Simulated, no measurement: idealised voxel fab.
process module | voxel air gaps
The figure presents cross-section cut, which has a width of 285 nm and is divided into square cells with an edge length of 5 nm.
Bands, listed from the top down, are how a cross-section gets written in this document; the cross-section itself is a grid of square cells, and a band is one or more rows of them.
Heads up on the band format: heights come first, top then bottom, in nm. After that it's the materials left to right, each with its width in nm. A single material flagged "edge to edge" fills the whole band edge to edge, and "empty" means there's empty space there.
Basically, 0 is our baseline, since under it the wafer straight out of the box is all one material. The bottom band has no lower end and keeps on going down, so it looks like "0 -> down".
It should be noted that a width expressed as "30->40" varies in equal increments from row to row of cells within the band, taking the value of the first number at the top row and that of the second number at the bottom row.
Where a step carries "no modifications", the cross-section came out of it unchanged, cell for cell.
In "Sealed internal cavities" the enclosed voids are listed, meaning empty spaces of 8 cells or larger without any opening to the top. The form is width x height at distance, distance from the left edge, units nm.
It should be noted that, on the line of a given step, the content following the step's settings is a remark produced by the simulator itself with respect to that step.
"overlay nm", when on a step's line for a step with a mask, measures how far to the right of its planned place the mask lay; a negative measure means to the left.

### These are the steps we planned for the process
1,RECEIVE [material Si]
2,CONFORMAL_DEP [material SiO2] [thk nm 10]
3,CONFORMAL_DEP [material SiCN] [thk nm 5]
4,DIRECTIONAL_DEP [material SiO2] [thk nm 40]
5,MASKED_ETCH [tone open] [mask id LINES] [width nm 25] [pitch nm 50] [etch materials SiO2] [depth nm 40] [overlay nm 0]
6,CONFORMAL_DEP [material TiN] [thk nm 5]
7,FILL_DEP [material W] [thk nm 10]
8,CMP [height nm 55]
9,EPI [material Ru] [thk nm 10]
10,SELECTIVE_ETCH [etch materials SiO2] [depth nm 50]
11,CONFORMAL_DEP [material SiCN] [thk nm 5]

### As received (post step 1): cross-section
  0 -> down  Si edge to edge
  Sealed internal cavities: none

### First of two wafers, end-of-module section, run followed plan
  70 -> 65  65 of empty | 155 of SiCN | 65 of empty
  65 -> 55  65 of empty | 5 of SiCN | 45 of Ru | 5 of SiCN | 45 of Ru | 5 of SiCN | 45 of Ru | 5 of SiCN | 65 of empty
  55 -> 50  65 of empty | 15 of SiCN | 5 of TiN | 15 of W | 5 of TiN | 25 of SiCN | 5 of TiN | 15 of W | 5 of TiN | 25 of SiCN | 5 of TiN | 15 of W | 5 of TiN | 15 of SiCN | 65 of empty
  50 -> 20  75 of empty | 5 of SiCN | 5 of TiN | 15 of W | 5 of TiN | 5 of SiCN | 15 of empty | 5 of SiCN | 5 of TiN | 15 of W | 5 of TiN | 5 of SiCN | 15 of empty | 5 of SiCN | 5 of TiN | 15 of W | 5 of TiN | 5 of SiCN | 75 of empty
  20 -> 15  80 of SiCN | 25 of TiN | 25 of SiCN | 25 of TiN | 25 of SiCN | 25 of TiN | 80 of SiCN
  15 -> 10  SiCN edge to edge
  10 -> 0  SiO2 edge to edge
  0 -> down  Si edge to edge
  Sealed internal cavities: 15 x 30 at 110; 15 x 30 at 160

### This is the second of the two wafers, cross-sectioned at the end of the module; it started exactly like the first and was given the same plan, but it was run with one mistake
  70 -> 65  SiCN edge to edge
  65 -> 55  Ru edge to edge
  55 -> 50  85 of TiN | 15 of W | 35 of TiN | 15 of W | 35 of TiN | 15 of W | 85 of TiN
  50 -> 15  80 of SiO2 | 5 of TiN | 15 of W | 5 of TiN | 25 of SiO2 | 5 of TiN | 15 of W | 5 of TiN | 25 of SiO2 | 5 of TiN | 15 of W | 5 of TiN | 80 of SiO2
  15 -> 10  80 of SiO2 | 25 of TiN | 25 of SiO2 | 25 of TiN | 25 of SiO2 | 25 of TiN | 80 of SiO2
  10 -> 0  SiO2 edge to edge
  0 -> down  Si edge to edge
  Sealed internal cavities: none
Deviation noted in wafer processing: step 3 in the plan did not get run; it was skipped
Wrapping up, a cell-based count of both wafers puts the second over or under the first for these materials: Ru +60, SiCN -133, SiO2 +336, TiN +48, W +9
Ultimately, the number of closed voids is 2 in the first wafer and 0 in the second wafer.
